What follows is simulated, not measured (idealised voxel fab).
Presented below is a process module, voxel transistor to metal.
Pictured: cross-section cut, 200 nm wide, on a grid of 5 nm square cells.
Think of the cross-section as a grid of square cells. We describe it in bands, top to bottom, and each band covers one or more rows of those cells. Basically the band line says how high the top is and how high the bottom is, in nm, and then what's in it from left to right, every material with its width in nm. Empty space shows up as "air", and if a single material carries "throughout" it runs the full band edge to edge. Measure heights from 0. That's the level where, below it, the as-received wafer is all one material. The lowest band is bottomless and extends downward; write it as in "0 and below". Top row gets the first number, bottom row gets the second, and each row in between changes by the same step: that is how a band width like "30..40" works. For the purposes of this document, the phrase "left unchanged" attached to a step denotes that no cell within the cross-section was modified by that step. "Closed void entries" enumerates empty spaces isolated from the top, with no open way to it, that contain at least 8 cells, giving each as width x height at distance from the left edge, all three in nm. Heads up: the bit after the settings on a step's line is the simulator's remark on that step. overlay nm: how far to the right of its planned place the mask lay on this masked step (negative: to the left).
**plan**
1. op RECEIVE | material Si
2. op CONFORMAL_DEP | material SiO2 | thk nm 5
3. op CONFORMAL_DEP | material SiN | thk nm 15
4. op MASKED_ETCH | tone cover | mask id ACTIVE | width nm 115 | etch materials SiN | depth nm 15 | overlay nm 0
5. op MASKED_ETCH | tone cover | mask id ACTIVE | width nm 115 | etch materials SiO2 | depth nm 5 | overlay nm 0
6. op MASKED_ETCH | tone cover | mask id ACTIVE | width nm 115 | etch materials Si | depth nm 20 | overlay nm 0
7. op FILL_DEP | material SiO2 | thk nm 15
8. op CMP | height nm 20
9. op SELECTIVE_ETCH | etch materials SiO2 | depth nm 10
10. op STRIP | etch materials SiN
11. op SELECTIVE_ETCH | etch materials SiO2 | depth nm 5
12. op OXIDIZE | depth nm 5
13. op DIRECTIONAL_DEP | material polySi | thk nm 25
14. op DIRECTIONAL_DEP | material SiCN | thk nm 10
15. op MASKED_ETCH | tone cover | mask id GATE | width nm 25 | etch materials SiCN | depth nm 20 | overlay nm 0
16. op MASKED_ETCH | tone cover | mask id GATE | width nm 25 | etch materials polySi | depth nm 35 | overlay nm 0
17. op CONFORMAL_DEP | material SiN | thk nm 10
18. op DIRECTIONAL_ETCH | etch materials SiN | depth nm 10
19. op DIRECTIONAL_ETCH | etch materials SiO2 | depth nm 5
20. op EPI | material SiGe | thk nm 5
21. op FILL_DEP | material SiO2 | thk nm 5
22. op CMP | height nm 35
23. op DIRECTIONAL_DEP | material SiO2 | thk nm 10
24. op PATTERN | tone open | mask id CONTACT | material resist | width nm 20 | pitch nm 85 | thk nm 15 | overlay nm 0
25. op DIRECTIONAL_ETCH | etch materials SiO2 | depth nm 45
26. op STRIP | etch materials resist
27. op CONFORMAL_DEP | material TiN | thk nm 5
28. op FILL_DEP | material W | thk nm 10
29. op CMP | height nm 45
30. op DIRECTIONAL_DEP | material TiN | thk nm 5
31. op DIRECTIONAL_DEP | material Ru | thk nm 20
32. op DIRECTIONAL_DEP | material aC | thk nm 10
33. op PATTERN | tone cover | mask id METAL_1 | material resist | width nm 20 | pitch nm 85 | thk nm 25 | overlay nm 0
34. op DIRECTIONAL_ETCH | etch materials aC | depth nm 10
35. op STRIP | etch materials resist
36. op DIRECTIONAL_ETCH | etch materials Ru | depth nm 20
37. op DIRECTIONAL_ETCH | etch materials TiN | depth nm 5
38. op STRIP | etch materials aC
39. op CONFORMAL_DEP | material SiN | thk nm 5
40. op FILL_DEP | material SiO2 | thk nm 5
41. op CMP | height nm 70
42. op CONFORMAL_DEP | material SiCN | thk nm 5
**Step 1 complete: cross-section of the wafer as received**
    0 and below  Si throughout
    Closed void entries: none
**One mistake in running the module, otherwise start and plan as above: cross-section at the end**
    75 down to 70  SiCN throughout
    70 down to 50  SiO2 (40) / SiN (5) / Ru (20) / SiN (5) / SiO2 (55) / SiN (5) / Ru (20) / SiN (5) / SiO2 (45)
    50 down to 45  SiN (45) / TiN (20) / SiN (65) / TiN (20) / SiN (50)
    45 down to 35  SiO2 (45) / TiN (5) / W (10) / TiN (5) / SiO2 (65) / TiN (5) / W (10) / TiN (5) / SiO2 (50)
    35 down to 25  SiO2 (45) / TiN (5) / W (10) / TiN (5) / SiO2 (5) / SiN (15) / SiCN (25) / SiN (15) / SiO2 (5) / TiN (5) / W (10) / TiN (5) / SiO2 (50)
    25 down to 15  SiO2 (45) / TiN (5) / W (10) / TiN (5) / SiO2 (5) / SiN (15) / polySi (25) / SiN (15) / SiO2 (5) / TiN (5) / W (10) / TiN (5) / SiO2 (50)
    15 down to 10  SiO2 (45) / TiN (10) / W (5) / TiN (5) / SiO2 (5) / SiN (15) / polySi (25) / SiN (15) / SiO2 (5) / TiN (5) / W (5) / TiN (10) / SiO2 (50)
    10 down to 5  SiN (50) / TiN (15) / SiO2 (5) / SiN (15) / polySi (25) / SiN (15) / SiO2 (5) / TiN (15) / SiN (55)
    5 down to 0  SiO2 (35) / SiN (50) / polySi (25) / SiN (50) / SiO2 (40)
    0 down to -5  SiO2 throughout
    -5 down to -20  SiO2 (40) / Si (115) / SiO2 (45)
    -20 and below  Si throughout
    Closed void entries: none
what went wrong: off-plan run, step 17, actual operation and settings op CONFORMAL_DEP | material SiN | thk nm 15
